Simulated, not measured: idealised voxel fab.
You're looking at the process module voxel self aligned vias.
Square cell edge 5 nm, section width 220 nm, ID cut.
Reading order for cross-sections: top band down to bottom band. Underlying form: a grid of square cells. Band size: one or more rows of cells.
Heads up on the band format: heights come first, top then bottom, in nm. After that it's the materials left to right, each with its width in nm. A single material flagged "all across" fills the whole band edge to edge, and "blank" means there's empty space there.
Heights from 0 (as-received wafer is one material below). Bottom band endless downward, as "from 0 down".
Width: "30 to 40" (first number = top row, second number = bottom row, same change from row to row of cells).
"no change" -> step changed no cross-section cell.
"Closed cavities" means: voids of 8 cells or more that are shut off from the top with no open way through. Written width x height at distance, distance from the left edge, in nm.
Whatever follows a step's settings on its line is a remark the simulator itself makes about that step.
overlay nm: right-of-plan distance of the mask on a masked step; negative values mean left-of-plan.

### Intended process steps
1) RECEIVE [material Si]
2) CONFORMAL_DEP [material SiO2] [thk nm 15]
3) CONFORMAL_DEP [material SiCN] [thk nm 5]
4) DIRECTIONAL_DEP [material lowk] [thk nm 20]
5) DIRECTIONAL_DEP [material aC] [thk nm 10]
6) PATTERN [tone open] [mask id LINES] [material resist] [width nm 25] [pitch nm 55] [thk nm 25] [overlay nm 0]
7) DIRECTIONAL_ETCH [etch materials aC] [depth nm 10]
8) STRIP [etch materials resist]
9) DIRECTIONAL_ETCH [etch materials lowk] [depth nm 20]
10) STRIP [etch materials aC]
11) CONFORMAL_DEP [material TiN] [thk nm 5]
12) FILL_DEP [material W] [thk nm 10]
13) CMP [height nm 40]
14) SELECTIVE_ETCH [etch materials W Ru TiN] [depth nm 5]
15) FILL_DEP [material SiN] [thk nm 10]
16) CMP [height nm 40]
17) DIRECTIONAL_DEP [material lowk] [thk nm 20]
18) PATTERN [tone open] [mask id VIAS] [material resist] [width nm 35] [pitch nm 110] [thk nm 15] [overlay nm 0]
19) DIRECTIONAL_ETCH [etch materials lowk] [depth nm 20]
20) DIRECTIONAL_ETCH [etch materials SiN] [depth nm 5]
21) STRIP [etch materials resist]
22) CONFORMAL_DEP [material TiN] [thk nm 5]
23) FILL_DEP [material Cu] [thk nm 10]
24) CMP [height nm 60]
25) CONFORMAL_DEP [material SiN] [thk nm 5]

### Below: the first of two wafers, run as planned

### Shown in cross-section is the wafer as received, that is, as it stands after step 1
    from 0 down = Si all across
    Closed cavities: none

### Step 2 done - wafer cross-section
    from 15 to 0 = SiO2 all across
    Below 0, the layers are the same as they were.

### Step 3 done - wafer cross-section
    from 20 to 15 = SiCN all across
    Below 15, the layers are the same as they were.

### Step 4 done - wafer cross-section
    from 40 to 20 = lowk all across
    Below 20, the layers are the same as they were.

### Step 5 done - wafer cross-section
    from 50 to 40 = aC all across
    Below 40, the layers are the same as they were.

### Step 6 done - wafer cross-section
    from 75 to 50 = resist=40; blank=25; resist=30; blank=25; resist=30; blank=25; resist=45
    Below 50, the layers are the same as they were.

### Step 7 done - wafer cross-section
    from 65 to 50 = resist=40; blank=25; resist=30; blank=25; resist=30; blank=25; resist=45
    from 50 to 40 = aC=40; blank=25; aC=30; blank=25; aC=30; blank=25; aC=45
    Below 40, the layers are the same as they were.

### Step 8 done - wafer cross-section
    from 50 to 40 = aC=40; blank=25; aC=30; blank=25; aC=30; blank=25; aC=45
    Below 40, the layers are the same as they were.

### Step 9 done - wafer cross-section
    from 50 to 40 = aC=40; blank=25; aC=30; blank=25; aC=30; blank=25; aC=45
    from 40 to 20 = lowk=40; blank=25; lowk=30; blank=25; lowk=30; blank=25; lowk=45
    Below 20, the layers are the same as they were.

### Step 10 done - wafer cross-section
    from 40 to 20 = lowk=40; blank=25; lowk=30; blank=25; lowk=30; blank=25; lowk=45
    Below 20, the layers are the same as they were.

### Step 11 done - wafer cross-section
    from 45 to 40 = TiN=45; blank=15; TiN=40; blank=15; TiN=40; blank=15; TiN=50
    from 40 to 25 = lowk=40; TiN=5; blank=15; TiN=5; lowk=30; TiN=5; blank=15; TiN=5; lowk=30; TiN=5; blank=15; TiN=5; lowk=45
    from 25 to 20 = lowk=40; TiN=25; lowk=30; TiN=25; lowk=30; TiN=25; lowk=45
    Below 20, the layers are the same as they were.

### Step 12 done - wafer cross-section
    from 55 to 45 = W all across
    from 45 to 40 = TiN=45; W=15; TiN=40; W=15; TiN=40; W=15; TiN=50
    from 40 to 25 = lowk=40; TiN=5; W=15; TiN=5; lowk=30; TiN=5; W=15; TiN=5; lowk=30; TiN=5; W=15; TiN=5; lowk=45
    Below 25, the layers are the same as they were.

### Step 13 done - wafer cross-section
    from 40 to 25 = lowk=40; TiN=5; W=15; TiN=5; lowk=30; TiN=5; W=15; TiN=5; lowk=30; TiN=5; W=15; TiN=5; lowk=45
    Below 25, the layers are the same as they were.

### Step 14 done - wafer cross-section
    from 40 to 35 = lowk=40; blank=25; lowk=30; blank=25; lowk=30; blank=25; lowk=45
    Below 35, the layers are the same as they were.

### Step 15 done - wafer cross-section
    from 50 to 40 = SiN all across
    from 40 to 35 = lowk=40; SiN=25; lowk=30; SiN=25; lowk=30; SiN=25; lowk=45
    Below 35, the layers are the same as they were.

### Step 16 done - wafer cross-section
    from 40 to 35 = lowk=40; SiN=25; lowk=30; SiN=25; lowk=30; SiN=25; lowk=45
    Below 35, the layers are the same as they were.

### Step 17 done - wafer cross-section
    from 60 to 40 = lowk all across
    Below 40, the layers are the same as they were.

### Step 18 done - wafer cross-section
    from 75 to 60 = resist=35; blank=35; resist=75; blank=35; resist=40
    Below 60, the layers are the same as they were.

### Step 19 done - wafer cross-section
    from 75 to 60 = resist=35; blank=35; resist=75; blank=35; resist=40
    from 60 to 40 = lowk=35; blank=35; lowk=75; blank=35; lowk=40
    Below 40, the layers are the same as they were.

### Step 20 done - wafer cross-section
    from 75 to 60 = resist=35; blank=35; resist=75; blank=35; resist=40
    from 60 to 40 = lowk=35; blank=35; lowk=75; blank=35; lowk=40
    from 40 to 35 = lowk=40; blank=25; lowk=30; SiN=25; lowk=30; blank=25; lowk=45
    Below 35, the layers are the same as they were.

### Step 21 done - wafer cross-section
    from 60 to 40 = lowk=35; blank=35; lowk=75; blank=35; lowk=40
    Below 40, the layers are the same as they were.

### Step 22 done - wafer cross-section
    from 65 to 60 = TiN=40; blank=25; TiN=85; blank=25; TiN=45
    from 60 to 45 = lowk=35; TiN=5; blank=25; TiN=5; lowk=75; TiN=5; blank=25; TiN=5; lowk=40
    from 45 to 40 = lowk=35; TiN=10; blank=15; TiN=10; lowk=75; TiN=10; blank=15; TiN=10; lowk=40
    from 40 to 35 = lowk=40; TiN=25; lowk=30; SiN=25; lowk=30; TiN=25; lowk=45
    Below 35, the layers are the same as they were.

### Step 23 done - wafer cross-section
    from 75 to 65 = Cu all across
    from 65 to 60 = TiN=40; Cu=25; TiN=85; Cu=25; TiN=45
    from 60 to 45 = lowk=35; TiN=5; Cu=25; TiN=5; lowk=75; TiN=5; Cu=25; TiN=5; lowk=40
    from 45 to 40 = lowk=35; TiN=10; Cu=15; TiN=10; lowk=75; TiN=10; Cu=15; TiN=10; lowk=40
    Below 40, the layers are the same as they were.

### Step 24 done - wafer cross-section
    from 60 to 45 = lowk=35; TiN=5; Cu=25; TiN=5; lowk=75; TiN=5; Cu=25; TiN=5; lowk=40
    Below 45, the layers are the same as they were.

### Step 25 done - wafer cross-section
    from 65 to 60 = SiN all across
    Below 60, the layers are the same as they were.

### Wafer two of the pair: same origin, same plan, one error during the run; identical to wafer one up to and including step 2

### Second wafer, sectioned view, at step 3's planned end time
    from 35 to 15 = lowk all across
    Below 15, the layers are the same as they were.

### Second wafer, sectioned view, at step 4's planned end time
    from 40 to 35 = SiCN all across
    Below 35, the layers are the same as they were.

### Second wafer, sectioned view, at step 5's planned end time
    from 50 to 40 = aC all across
    Below 40, the layers are the same as they were.

### Second wafer, sectioned view, at step 6's planned end time
    from 75 to 50 = resist=40; blank=25; resist=30; blank=25; resist=30; blank=25; resist=45
    Below 50, the layers are the same as they were.

### Second wafer, sectioned view, at step 7's planned end time
    from 65 to 50 = resist=40; blank=25; resist=30; blank=25; resist=30; blank=25; resist=45
    from 50 to 40 = aC=40; blank=25; aC=30; blank=25; aC=30; blank=25; aC=45
    Below 40, the layers are the same as they were.

### Second wafer, sectioned view, at step 8's planned end time
    from 50 to 40 = aC=40; blank=25; aC=30; blank=25; aC=30; blank=25; aC=45
    Below 40, the layers are the same as they were.

Second wafer, sectioned view, at step 9's planned end time: no change

### Second wafer, sectioned view, at step 10's planned end time
    from 40 to 35 = SiCN all across
    Below 35, the layers are the same as they were.

### Second wafer, sectioned view, at step 11's planned end time
    from 45 to 40 = TiN all across
    Below 40, the layers are the same as they were.

### Second wafer, sectioned view, at step 12's planned end time
    from 55 to 45 = W all across
    Below 45, the layers are the same as they were.

### Second wafer, sectioned view, at step 13's planned end time
    from 40 to 35 = SiCN all across
    Below 35, the layers are the same as they were.

Second wafer, sectioned view, at step 14's planned end time: no change

### Second wafer, sectioned view, at step 15's planned end time
    from 50 to 40 = SiN all across
    Below 40, the layers are the same as they were.

### Second wafer, sectioned view, at step 16's planned end time
    from 40 to 35 = SiCN all across
    Below 35, the layers are the same as they were.

### Second wafer, sectioned view, at step 17's planned end time
    from 60 to 40 = lowk all across
    Below 40, the layers are the same as they were.

### Second wafer, sectioned view, at step 18's planned end time
    from 75 to 60 = resist=35; blank=35; resist=75; blank=35; resist=40
    Below 60, the layers are the same as they were.

### Second wafer, sectioned view, at step 19's planned end time
    from 75 to 60 = resist=35; blank=35; resist=75; blank=35; resist=40
    from 60 to 40 = lowk=35; blank=35; lowk=75; blank=35; lowk=40
    Below 40, the layers are the same as they were.

Second wafer, sectioned view, at step 20's planned end time: no change

### Second wafer, sectioned view, at step 21's planned end time
    from 60 to 40 = lowk=35; blank=35; lowk=75; blank=35; lowk=40
    Below 40, the layers are the same as they were.

### Second wafer, sectioned view, at step 22's planned end time
    from 65 to 60 = TiN=40; blank=25; TiN=85; blank=25; TiN=45
    from 60 to 45 = lowk=35; TiN=5; blank=25; TiN=5; lowk=75; TiN=5; blank=25; TiN=5; lowk=40
    from 45 to 40 = lowk=35; TiN=35; lowk=75; TiN=35; lowk=40
    Below 40, the layers are the same as they were.

### Second wafer, sectioned view, at step 23's planned end time
    from 75 to 65 = Cu all across
    from 65 to 60 = TiN=40; Cu=25; TiN=85; Cu=25; TiN=45
    from 60 to 45 = lowk=35; TiN=5; Cu=25; TiN=5; lowk=75; TiN=5; Cu=25; TiN=5; lowk=40
    Below 45, the layers are the same as they were.

### Second wafer, sectioned view, at step 24's planned end time
    from 60 to 45 = lowk=35; TiN=5; Cu=25; TiN=5; lowk=75; TiN=5; Cu=25; TiN=5; lowk=40
    Below 45, the layers are the same as they were.

### Second wafer, sectioned view, at step 25's planned end time
    from 65 to 60 = SiN all across
    Below 60, the layers are the same as they were.
Deviation noted in wafer processing: step 4 occupied the plan position of step 3, and the converse holds as well
Count the cells at the end and the second wafer has more or fewer of some materials than the first: -6 Cu | -5 SiN | -31 TiN | -18 W | +60 lowk
